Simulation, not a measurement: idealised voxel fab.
Presented below is a process module, voxel ribs on slabs.
This is section cut - it's 200 nm across, gridded in 5 nm square cells.
In this document a cross-section is written as a grid of square cells. It is given as a series of bands, listed from the top down, and a band is one or more rows of cells.
Heights first: top, then bottom, in nm. Then materials, left to right, each with a width in nm. "throughout" on a single material: fills the band edge to edge. "empty": empty space.
Height datum 0, below which the as-received substrate wafer is one material. Lowest band open at the bottom, running downward: "top 0, no bottom".
So if you see something like "30 to 40" for the width, read it as the top row of the band sitting at the first number and the bottom row at the second, with every row in between moving by the same amount as the last.
For the purposes of this document, the phrase "no change" attached to a step denotes that no cell within the cross-section was modified by that step.
"Enclosed voids" - sealed voids, min. 8 cells, no opening to top; format: width x height at distance (distance from left edge; nm throughout).
Formally, on a step line, whatever follows the settings is a remark that the simulator itself makes on the step.
The line of a step may include "overlay nm". On a step with a mask, this value is how far to the right of its planned place the mask lay. A negative value means the mask lay to the left.

-- So here's the lineup of process steps we planned
1: RECEIVE,material Si
2: DIRECTIONAL_DEP,material SiO2,thk nm 30
3: DIRECTIONAL_DEP,material polySi,thk nm 15
4: MASKED_ETCH,tone cover,mask id RIB,width nm 15,etch materials polySi,depth nm 10,overlay nm 0
5: PATTERN,tone cover,mask id SLAB,material resist,width nm 55,thk nm 15,overlay nm 0
6: DIRECTIONAL_ETCH,etch materials polySi,depth nm 5
7: STRIP,etch materials resist
8: FILL_DEP,material SiO2,thk nm 20
9: CMP,height nm 55
10: DIRECTIONAL_DEP,material W,thk nm 5
11: MASKED_ETCH,tone cover,mask id HEATER,width nm 25,etch materials W,depth nm 5,overlay nm 0
12: CONFORMAL_DEP,material SiN,thk nm 5

-- Received-state cross-section, reflecting completion of step 1
* top 0, no bottom  Si throughout
* Enclosed voids: none

-- Cross-section taken at module completion on the first of two wafers; processed per the plan
* top 65, bottom 60  empty 80, SiN 35, empty 85
* top 60, bottom 55  SiN 85, W 25, SiN 90
* top 55, bottom 45  SiO2 throughout
* top 45, bottom 35  SiO2 90, polySi 15, SiO2 95
* top 35, bottom 30  SiO2 70, polySi 55, SiO2 75
* top 30, bottom 0  SiO2 throughout
* top 0, no bottom  Si throughout
* Enclosed voids: none

-- Wafer two cross-section, module end. Start and plan unchanged from wafer one; one mistake made during the run
* top 65, bottom 60  empty 80, SiN 35, empty 85
* top 60, bottom 55  SiN 85, W 25, SiN 90
* top 55, bottom 45  SiO2 90 to 70, polySi 15 to 55, SiO2 95 to 75
* top 45, bottom 30  polySi throughout
* top 30, bottom 0  SiO2 throughout
* top 0, no bottom  Si throughout
* Enclosed voids: none
Which mistake was made when the wafer was run? step 3, plan: ran twice
Wafer comparison, final, in cells, second relative to first, materials more or fewer: SiO2: 117 fewer; polySi: 117 more
